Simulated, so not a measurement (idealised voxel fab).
Process module heading - voxel transistor to metal
Shown is cross-section cut, with a width of 280 nm and square cells of size 5 nm.
Notation: cross-section as square-cell grid; stated in bands, top first, going down; one or more cell rows per band.
Heights first: top, then bottom, in nm. Then materials, left to right, each with a width in nm. "everywhere" on a single material: fills the band edge to edge. "air": empty space.
We count height from 0. Below that, the starting wafer is all one material. The lowest band never ends at the bottom but goes on down; see "0 and below" for how that is written.
So if you see something like "30 to 40" for the width, read it as the top row of the band sitting at the first number and the bottom row at the second, with every row in between moving by the same amount as the last.
"all unchanged" for a step: no cell of the cross-section changed in that step.
Basically, "Fully closed voids" tells you about the enclosed voids: empty spaces with no open way to the top, 8 cells or bigger, each written width x height at distance, where distance is from the left edge, all in nm.
Whatever follows a step's settings on its line is a remark the simulator itself makes about that step.
For masked steps, "overlay nm" on the step line gives how far right of plan the mask actually lay; a minus sign means it lay to the left.
STEPS PLANNED FOR THE PROCESS
1) RECEIVE, material Si
2) CONFORMAL_DEP, material SiO2, thk nm 5
3) CONFORMAL_DEP, material SiN, thk nm 15
4) DIRECTIONAL_DEP, material aC, thk nm 10
5) PATTERN, tone cover, mask id ACTIVE, material resist, width nm 110, pitch nm 130, thk nm 25, overlay nm 0
6) DIRECTIONAL_ETCH, etch materials aC, depth nm 10
7) STRIP, etch materials resist
8) DIRECTIONAL_ETCH, etch materials SiN, depth nm 15
9) DIRECTIONAL_ETCH, etch materials SiO2, depth nm 5
10) DIRECTIONAL_ETCH, etch materials Si, depth nm 20
11) STRIP, etch materials aC
12) FILL_DEP, material SiO2, thk nm 10
13) CMP, height nm 20
14) SELECTIVE_ETCH, etch materials SiO2, depth nm 15
15) STRIP, etch materials SiN
16) SELECTIVE_ETCH, etch materials SiO2, depth nm 5
17) OXIDIZE, depth nm 5
18) DIRECTIONAL_DEP, material polySi, thk nm 25
19) DIRECTIONAL_DEP, material SiCN, thk nm 10
20) MASKED_ETCH, tone cover, mask id GATE, width nm 20, pitch nm 130, etch materials SiCN, depth nm 20, overlay nm 0
21) MASKED_ETCH, tone cover, mask id GATE, width nm 20, pitch nm 130, etch materials polySi, depth nm 35, overlay nm 0
22) CONFORMAL_DEP, material SiN, thk nm 5
23) DIRECTIONAL_ETCH, etch materials SiN, depth nm 5
24) DIRECTIONAL_ETCH, etch materials SiO2, depth nm 5
25) DIRECTIONAL_ETCH, etch materials Si, depth nm 10
26) EPI, material SiGe, thk nm 10
27) FILL_DEP, material SiO2, thk nm 10
28) CMP, height nm 35
29) DIRECTIONAL_DEP, material SiO2, thk nm 10
30) MASKED_ETCH, tone open, mask id CONTACT, width nm 20, etch materials SiO2, depth nm 50, overlay nm 0
31) CONFORMAL_DEP, material TiN, thk nm 5
32) FILL_DEP, material Ru, thk nm 10
33) CMP, height nm 45
34) CONFORMAL_DEP, material SiCN, thk nm 5
35) DIRECTIONAL_DEP, material SiO2, thk nm 20
36) MASKED_ETCH, tone open, mask id METAL_1, width nm 20, etch materials SiO2, depth nm 20, overlay nm 0
37) MASKED_ETCH, tone open, mask id METAL_1, width nm 20, etch materials SiCN, depth nm 5, overlay nm 0
38) CONFORMAL_DEP, material TiN, thk nm 5
39) FILL_DEP, material W, thk nm 5
40) CMP, height nm 70
41) EPI, material Ru, thk nm 5
42) FILL_DEP, material SiCN, thk nm 5
43) DIRECTIONAL_DEP, material lowk, thk nm 25
44) PATTERN, tone open, mask id METAL_2, material resist, width nm 20, pitch nm 130, thk nm 15, overlay nm 0
45) DIRECTIONAL_ETCH, etch materials lowk, depth nm 15
46) STRIP, etch materials resist
47) PATTERN, tone open, mask id METAL_2_HOLES, material resist, width nm 15, pitch nm 130, thk nm 15, overlay nm 0
48) DIRECTIONAL_ETCH, etch materials lowk, depth nm 10
49) DIRECTIONAL_ETCH, etch materials SiCN, depth nm 5
50) STRIP, etch materials resist
51) CONFORMAL_DEP, material TiN, thk nm 5
52) FILL_DEP, material Cu, thk nm 5
53) CMP, height nm 105
54) CONFORMAL_DEP, material SiCN, thk nm 5
SHOWN IN CROSS-SECTION IS THE WAFER AS RECEIVED, THAT IS, AS IT STANDS AFTER STEP 1
	0 and below | Si everywhere
	Fully closed voids: none
FIRST WAFER OF TWO, SECTIONED AT END OF MODULE; RUN WENT PER PLAN
	110 down to 105 | SiCN everywhere
	105 down to 95 | 25 of lowk; 5 of TiN; 10 of Cu; 5 of TiN; 110 of lowk; 5 of TiN; 10 of Cu; 5 of TiN; 105 of lowk
	95 down to 90 | 25 of lowk; 5 of TiN; 5 of Cu; 10 of TiN; 110 of lowk; 5 of TiN; 5 of Cu; 10 of TiN; 105 of lowk
	90 down to 80 | 25 of lowk; 5 of TiN; 5 of Cu; 5 of TiN; 115 of lowk; 5 of TiN; 5 of Cu; 5 of TiN; 110 of lowk
	80 down to 75 | 25 of SiCN; 15 of TiN; 115 of SiCN; 15 of TiN; 110 of SiCN
	75 down to 70 | 20 of SiCN; 30 of Ru; 50 of SiCN; 30 of Ru; 20 of SiCN; 30 of Ru; 50 of SiCN; 30 of Ru; 20 of SiCN
	70 down to 50 | 25 of SiO2; 5 of TiN; 10 of W; 5 of TiN; 60 of SiO2; 5 of TiN; 10 of W; 5 of TiN; 30 of SiO2; 5 of TiN; 10 of W; 5 of TiN; 60 of SiO2; 5 of TiN; 10 of W; 5 of TiN; 25 of SiO2
	50 down to 45 | 25 of SiCN; 20 of TiN; 60 of SiCN; 20 of TiN; 30 of SiCN; 20 of TiN; 60 of SiCN; 20 of TiN; 25 of SiCN
	45 down to 35 | 25 of SiO2; 5 of TiN; 10 of Ru; 5 of TiN; 60 of SiO2; 5 of TiN; 10 of Ru; 5 of TiN; 30 of SiO2; 5 of TiN; 10 of Ru; 5 of TiN; 60 of SiO2; 5 of TiN; 10 of Ru; 5 of TiN; 25 of SiO2
	35 down to 25 | 25 of SiO2; 5 of TiN; 10 of Ru; 5 of TiN; 15 of SiO2; 5 of SiN; 20 of SiCN; 5 of SiN; 15 of SiO2; 5 of TiN; 10 of Ru; 5 of TiN; 30 of SiO2; 5 of TiN; 10 of Ru; 5 of TiN; 15 of SiO2; 5 of SiN; 20 of SiCN; 5 of SiN; 15 of SiO2; 5 of TiN; 10 of Ru; 5 of TiN; 25 of SiO2
	25 down to 5 | 25 of SiO2; 5 of TiN; 10 of Ru; 5 of TiN; 15 of SiO2; 5 of SiN; 20 of polySi; 5 of SiN; 15 of SiO2; 5 of TiN; 10 of Ru; 5 of TiN; 30 of SiO2; 5 of TiN; 10 of Ru; 5 of TiN; 15 of SiO2; 5 of SiN; 20 of polySi; 5 of SiN; 15 of SiO2; 5 of TiN; 10 of Ru; 5 of TiN; 25 of SiO2
	5 down to 0 | 25 of SiO2; 5 of TiN; 10 of Ru; 5 of TiN; 5 of SiO2; 10 of SiGe; 5 of SiN; 20 of polySi; 5 of SiN; 10 of SiGe; 5 of SiO2; 5 of TiN; 10 of Ru; 5 of TiN; 30 of SiO2; 5 of TiN; 10 of Ru; 5 of TiN; 5 of SiO2; 10 of SiGe; 5 of SiN; 20 of polySi; 5 of SiN; 10 of SiGe; 5 of SiO2; 5 of TiN; 10 of Ru; 5 of TiN; 25 of SiO2
	0 down to -5 | 25 of SiO2; 20 of TiN; 5 of SiO2; 10 of SiGe; 30 of SiO2; 10 of SiGe; 5 of SiO2; 20 of TiN; 30 of SiO2; 20 of TiN; 5 of SiO2; 10 of SiGe; 30 of SiO2; 10 of SiGe; 5 of SiO2; 20 of TiN; 25 of SiO2
	-5 down to -15 | 20 of SiO2; 40 of SiGe; 30 of Si; 40 of SiGe; 20 of SiO2; 40 of SiGe; 30 of Si; 40 of SiGe; 20 of SiO2
	-15 down to -20 | 20 of SiO2; 110 of Si; 20 of SiO2; 110 of Si; 20 of SiO2
	-20 and below | Si everywhere
	Fully closed voids: none
HERE IS THE SECOND OF THE TWO WAFERS CUT OPEN AT THE END OF THE MODULE - SAME START, SAME PLAN AS THE FIRST ONE, BUT WE MADE ONE MISTAKE RUNNING IT
	110 down to 105 | SiCN everywhere
	105 down to 95 | 25 of lowk; 5 of TiN; 10 of Cu; 5 of TiN; 110 of lowk; 5 of TiN; 10 of Cu; 5 of TiN; 105 of lowk
	95 down to 90 | 25 of lowk; 5 of TiN; 5 of Cu; 10 of TiN; 110 of lowk; 5 of TiN; 5 of Cu; 10 of TiN; 105 of lowk
	90 down to 80 | 25 of lowk; 5 of TiN; 5 of Cu; 5 of TiN; 115 of lowk; 5 of TiN; 5 of Cu; 5 of TiN; 110 of lowk
	80 down to 75 | 25 of SiCN; 15 of TiN; 115 of SiCN; 15 of TiN; 110 of SiCN
	75 down to 70 | 15 of SiCN; 30 of Ru; 50 of SiCN; 30 of Ru; 20 of SiCN; 30 of Ru; 50 of SiCN; 30 of Ru; 25 of SiCN
	70 down to 55 | 20 of SiO2; 5 of TiN; 10 of W; 5 of TiN; 60 of SiO2; 5 of TiN; 10 of W; 5 of TiN; 30 of SiO2; 5 of TiN; 10 of W; 5 of TiN; 60 of SiO2; 5 of TiN; 10 of W; 5 of TiN; 30 of SiO2
	55 down to 50 | 20 of SiO2; 10 of TiN; 5 of W; 5 of TiN; 60 of SiO2; 10 of TiN; 5 of W; 5 of TiN; 30 of SiO2; 10 of TiN; 5 of W; 5 of TiN; 60 of SiO2; 10 of TiN; 5 of W; 5 of TiN; 30 of SiO2
	50 down to 45 | 25 of SiCN; 15 of TiN; 65 of SiCN; 15 of TiN; 35 of SiCN; 15 of TiN; 65 of SiCN; 15 of TiN; 30 of SiCN
	45 down to 35 | 25 of SiO2; 5 of TiN; 10 of Ru; 5 of TiN; 60 of SiO2; 5 of TiN; 10 of Ru; 5 of TiN; 30 of SiO2; 5 of TiN; 10 of Ru; 5 of TiN; 60 of SiO2; 5 of TiN; 10 of Ru; 5 of TiN; 25 of SiO2
	35 down to 25 | 25 of SiO2; 5 of TiN; 10 of Ru; 5 of TiN; 15 of SiO2; 5 of SiN; 20 of SiCN; 5 of SiN; 15 of SiO2; 5 of TiN; 10 of Ru; 5 of TiN; 30 of SiO2; 5 of TiN; 10 of Ru; 5 of TiN; 15 of SiO2; 5 of SiN; 20 of SiCN; 5 of SiN; 15 of SiO2; 5 of TiN; 10 of Ru; 5 of TiN; 25 of SiO2
	25 down to 5 | 25 of SiO2; 5 of TiN; 10 of Ru; 5 of TiN; 15 of SiO2; 5 of SiN; 20 of polySi; 5 of SiN; 15 of SiO2; 5 of TiN; 10 of Ru; 5 of TiN; 30 of SiO2; 5 of TiN; 10 of Ru; 5 of TiN; 15 of SiO2; 5 of SiN; 20 of polySi; 5 of SiN; 15 of SiO2; 5 of TiN; 10 of Ru; 5 of TiN; 25 of SiO2
	5 down to 0 | 25 of SiO2; 5 of TiN; 10 of Ru; 5 of TiN; 5 of SiO2; 10 of SiGe; 5 of SiN; 20 of polySi; 5 of SiN; 10 of SiGe; 5 of SiO2; 5 of TiN; 10 of Ru; 5 of TiN; 30 of SiO2; 5 of TiN; 10 of Ru; 5 of TiN; 5 of SiO2; 10 of SiGe; 5 of SiN; 20 of polySi; 5 of SiN; 10 of SiGe; 5 of SiO2; 5 of TiN; 10 of Ru; 5 of TiN; 25 of SiO2
	0 down to -5 | 25 of SiO2; 20 of TiN; 5 of SiO2; 10 of SiGe; 30 of SiO2; 10 of SiGe; 5 of SiO2; 20 of TiN; 30 of SiO2; 20 of TiN; 5 of SiO2; 10 of SiGe; 30 of SiO2; 10 of SiGe; 5 of SiO2; 20 of TiN; 25 of SiO2
	-5 down to -15 | 20 of SiO2; 40 of SiGe; 30 of Si; 40 of SiGe; 20 of SiO2; 40 of SiGe; 30 of Si; 40 of SiGe; 20 of SiO2
	-15 down to -20 | 20 of SiO2; 110 of Si; 20 of SiO2; 110 of Si; 20 of SiO2
	-20 and below | Si everywhere
	Fully closed voids: none
Finding, execution versus plan: in deviation from the planned setting, step 36 was conducted as MASKED_ETCH, tone open, mask id METAL_1, width nm 20, etch materials SiO2, depth nm 20, overlay nm -5
The final cell counts differ between the wafers, with the second having more or fewer of some materials than the first: 4 more of SiCN | 4 fewer of W
